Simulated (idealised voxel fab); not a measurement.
Module name: voxel fin reveal (process module)
cross-section cut | 285 nm wide | cells 5 nm
A cross-section is a grid of square cells, given in bands from the top down. A band is one or more rows of cells. Look at the band entry: it leads with the top's height and the bottom's height in nm. Then it lists the materials left to right, with a width in nm for each. The word "full width" on a single material says that material fills the band edge to edge. The word "empty" is empty space. Note: height 0 marks the level under which the wafer is uniformly one material as received. Lowest band unbounded below, written "0 and below". A width given as "30..40" starts at the first number in the band's top row and ends at the second number in its bottom row, shifting by an equal amount at every step from row to row. You'll sometimes find "nothing different" written for a step, and that's the way of saying that nowhere in the cross-section did a cell change during that step. Entry "Fully enclosed voids". Content: empty spaces with no open connection to the top, size 8 cells or greater. Each: width x height at distance. Distance: from left edge. Unit: nm. after a step's settings: what the simulator itself notes on the step. Each step line may optionally specify "overlay nm", which for a step with a mask gives the rightward distance between the mask's planned place and where it lay, a negative value indicating the leftward direction.
### Below is the list of planned process steps
1: RECEIVE with material Si
2: CONFORMAL_DEP with material SiN, thk nm 10
3: MASKED_ETCH with tone cover, mask id FINS, width nm 15, pitch nm 35, etch materials SiN, depth nm 10, overlay nm 0
4: MASKED_ETCH with tone cover, mask id FINS, width nm 15, pitch nm 35, etch materials Si, depth nm 30, overlay nm 0
5: OXIDIZE with depth nm 5
6: FILL_DEP with material SiO2, thk nm 15
7: CMP with height nm 10
8: SELECTIVE_ETCH with etch materials SiO2, depth nm 30
9: STRIP with etch materials SiN
### First of two wafers: run as planned
### Delivered wafer in cross-section: state after step 1
0 and below = Si full width
Fully enclosed voids: none
### So this is the wafer cross-section right after step 2
10 down to 0 = SiN full width
Below a height of 0, the structure has not been altered.
### So this is the wafer cross-section right after step 3
10 down to 0 = empty: 115, then SiN: 15, then empty: 20, then SiN: 15, then empty: 120
Below a height of 0, the structure has not been altered.
### So this is the wafer cross-section right after step 4
10 down to 0 = empty: 115, then SiN: 15, then empty: 20, then SiN: 15, then empty: 120
0 down to -30 = empty: 115, then Si: 15, then empty: 20, then Si: 15, then empty: 120
Below a height of -30, the structure has not been altered.
### So this is the wafer cross-section right after step 5
10 down to 0 = empty: 115, then SiN: 15, then empty: 20, then SiN: 15, then empty: 120
0 down to -30 = empty: 115, then SiO2: 5, then Si: 5, then SiO2: 5, then empty: 20, then SiO2: 5, then Si: 5, then SiO2: 5, then empty: 120
-30 down to -35 = SiO2: 120, then Si: 5, then SiO2: 30, then Si: 5, then SiO2: 125
Below a height of -35, the structure has not been altered.
### So this is the wafer cross-section right after step 6
25 down to 10 = SiO2 full width
10 down to 0 = SiO2: 115, then SiN: 15, then SiO2: 20, then SiN: 15, then SiO2: 120
0 down to -35 = SiO2: 120, then Si: 5, then SiO2: 30, then Si: 5, then SiO2: 125
Below a height of -35, the structure has not been altered.
### So this is the wafer cross-section right after step 7
10 down to 0 = SiO2: 115, then SiN: 15, then SiO2: 20, then SiN: 15, then SiO2: 120
Below a height of 0, the structure has not been altered.
### So this is the wafer cross-section right after step 8
10 down to 0 = empty: 115, then SiN: 15, then empty: 20, then SiN: 15, then empty: 120
0 down to -20 = empty: 120, then Si: 5, then empty: 30, then Si: 5, then empty: 125
Below a height of -20, the structure has not been altered.
### So this is the wafer cross-section right after step 9
0 down to -20 = empty: 120, then Si: 5, then empty: 30, then Si: 5, then empty: 125
Below a height of -20, the structure has not been altered.
### Okay, second wafer. Nothing different at the start, nothing different in the plan, just one mistake somewhere in the running. As far as step 2, counting that step, it's the first wafer all over again
### Second wafer, sectioned view, at step 3's planned end time
10 down to 0 = empty: 115, then SiN: 20, then empty: 15, then SiN: 20, then empty: 115
Below a height of 0, the structure has not been altered.
### Second wafer, sectioned view, at step 4's planned end time
10 down to 0 = empty: 115, then SiN: 20, then empty: 15, then SiN: 20, then empty: 115
0 down to -30 = empty: 115, then Si: 20, then empty: 15, then Si: 20, then empty: 115
Below a height of -30, the structure has not been altered.
### Second wafer, sectioned view, at step 5's planned end time
10 down to 0 = empty: 115, then SiN: 20, then empty: 15, then SiN: 20, then empty: 115
0 down to -30 = empty: 115, then SiO2: 5, then Si: 10, then SiO2: 5, then empty: 15, then SiO2: 5, then Si: 10, then SiO2: 5, then empty: 115
-30 down to -35 = SiO2: 120, then Si: 10, then SiO2: 25, then Si: 10, then SiO2: 120
Below a height of -35, the structure has not been altered.
### Second wafer, sectioned view, at step 6's planned end time
25 down to 10 = SiO2 full width
10 down to 0 = SiO2: 115, then SiN: 20, then SiO2: 15, then SiN: 20, then SiO2: 115
0 down to -35 = SiO2: 120, then Si: 10, then SiO2: 25, then Si: 10, then SiO2: 120
Below a height of -35, the structure has not been altered.
### Second wafer, sectioned view, at step 7's planned end time
10 down to 0 = SiO2: 115, then SiN: 20, then SiO2: 15, then SiN: 20, then SiO2: 115
Below a height of 0, the structure has not been altered.
### Second wafer, sectioned view, at step 8's planned end time
10 down to 0 = empty: 115, then SiN: 20, then empty: 15, then SiN: 20, then empty: 115
0 down to -20 = empty: 120, then Si: 10, then empty: 25, then Si: 10, then empty: 120
Below a height of -20, the structure has not been altered.
### Second wafer, sectioned view, at step 9's planned end time
0 down to -20 = empty: 120, then Si: 10, then empty: 25, then Si: 10, then empty: 120
Below a height of -20, the structure has not been altered.
what went wrong: step 3 went in with a setting other than planned; the actual run was MASKED_ETCH with tone cover, mask id FINS, width nm 20, pitch nm 35, etch materials SiN, depth nm 10, overlay nm 0
Final comparison by cell count, materials where the second wafer has more or fewer than the first: Si: 14 more | SiO2: 6 fewer
